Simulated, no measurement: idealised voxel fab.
process module | voxel self aligned contacts
cross-section cut | 280 nm wide | cells 5 nm
A cross-section is a grid of square cells, given in bands from the top down. A band is one or more rows of cells.
Each band's line starts with the height of the band's top and of its bottom, in nm. Then come its materials from left to right, each with its width in nm. One material with "throughout" fills the band from edge to edge. "air" is empty space.
Height 0 is the level under which the wafer as received is all one material. The lowest band goes on downwards, as in "0 down".
A width such as "30 to 40" changes by the same amount from each row of cells to the next, from the band's top row to its bottom row.
"no change" after a step means that no cell of the cross-section changed.
closed voids: empty space of 8 cells or more with no open way to the top, each as width x height at its distance from the left edge, in nm
after a step's settings: what the simulator itself notes on the step
overlay nm, on a step with a mask: how far to the right of its planned place the mask lay; to the left if negative
plan
1 op RECEIVE | material Si
2 op CONFORMAL_DEP | material SiO2 | thk nm 5
3 op DIRECTIONAL_DEP | material polySi | thk nm 25
4 op DIRECTIONAL_DEP | material SiN | thk nm 20
5 op PATTERN | tone cover | mask id GATE | material resist | width nm 30 | pitch nm 55 | thk nm 20 | overlay nm 0
6 op DIRECTIONAL_ETCH | etch materials SiN | depth nm 20
7 op DIRECTIONAL_ETCH | etch materials polySi | depth nm 25
8 op STRIP | etch materials resist
9 op CONFORMAL_DEP | material SiN | thk nm 5
10 op DIRECTIONAL_ETCH | etch materials SiN | depth nm 5
11 op FILL_DEP | material SiO2 | thk nm 10
12 op CMP | height nm 55
13 op PATTERN | tone open | mask id CONTACT | material resist | width nm 35 | pitch nm 55 | thk nm 15 | overlay nm 0
14 op DIRECTIONAL_ETCH | etch materials SiO2 | depth nm 55
15 op STRIP | etch materials resist
16 op CONFORMAL_DEP | material TiN | thk nm 5
17 op FILL_DEP | material W | thk nm 10
18 op CMP | height nm 55
19 op CONFORMAL_DEP | material SiN | thk nm 5
as received, after step 1
  0 down: Si throughout
  closed voids: none
first wafer at the end, as planned
  60 to 55: SiN throughout
  55 to 50: SiO2 95 | TiN 15 | W 5 | TiN 15 | SiO2 20 | TiN 15 | W 5 | TiN 15 | SiO2 95
  50 to 30: SiO2 65 | SiN 40 | TiN 5 | W 5 | TiN 5 | SiN 40 | TiN 5 | W 5 | TiN 5 | SiN 40 | SiO2 65
  30 to 5: SiO2 65 | SiN 5 | polySi 30 | SiN 5 | TiN 5 | W 5 | TiN 5 | SiN 5 | polySi 30 | SiN 5 | TiN 5 | W 5 | TiN 5 | SiN 5 | polySi 30 | SiN 5 | SiO2 65
  5 to 0: SiO2 105 | TiN 15 | SiO2 40 | TiN 15 | SiO2 105
  0 down: Si throughout
  closed voids: none
second wafer at the end: like start, like plan, one mistake
  60 to 55: SiN throughout
  55 to 45: SiO2 95 | TiN 5 to 10 | W 25 to 15 | TiN 5 to 10 | SiO2 20 | TiN 5 to 10 | W 25 to 15 | TiN 5 to 10 | SiO2 95
  45 to 30: SiO2 70 | SiN 30 | TiN 5 | W 15 | TiN 5 | SiN 30 | TiN 5 | W 15 | TiN 5 | SiN 30 | SiO2 70
  30 to 5: SiO2 70 | polySi 30 | TiN 5 | W 15 | TiN 5 | polySi 30 | TiN 5 | W 15 | TiN 5 | polySi 30 | SiO2 70
  5 to 0: SiO2 100 | TiN 25 | SiO2 30 | TiN 25 | SiO2 100
  0 down: Si throughout
  closed voids: none
what went wrong: step 9 was left out
at the end the second wafer has, in cells: 72 fewer of SiN | 28 more of SiO2 | 44 more of W
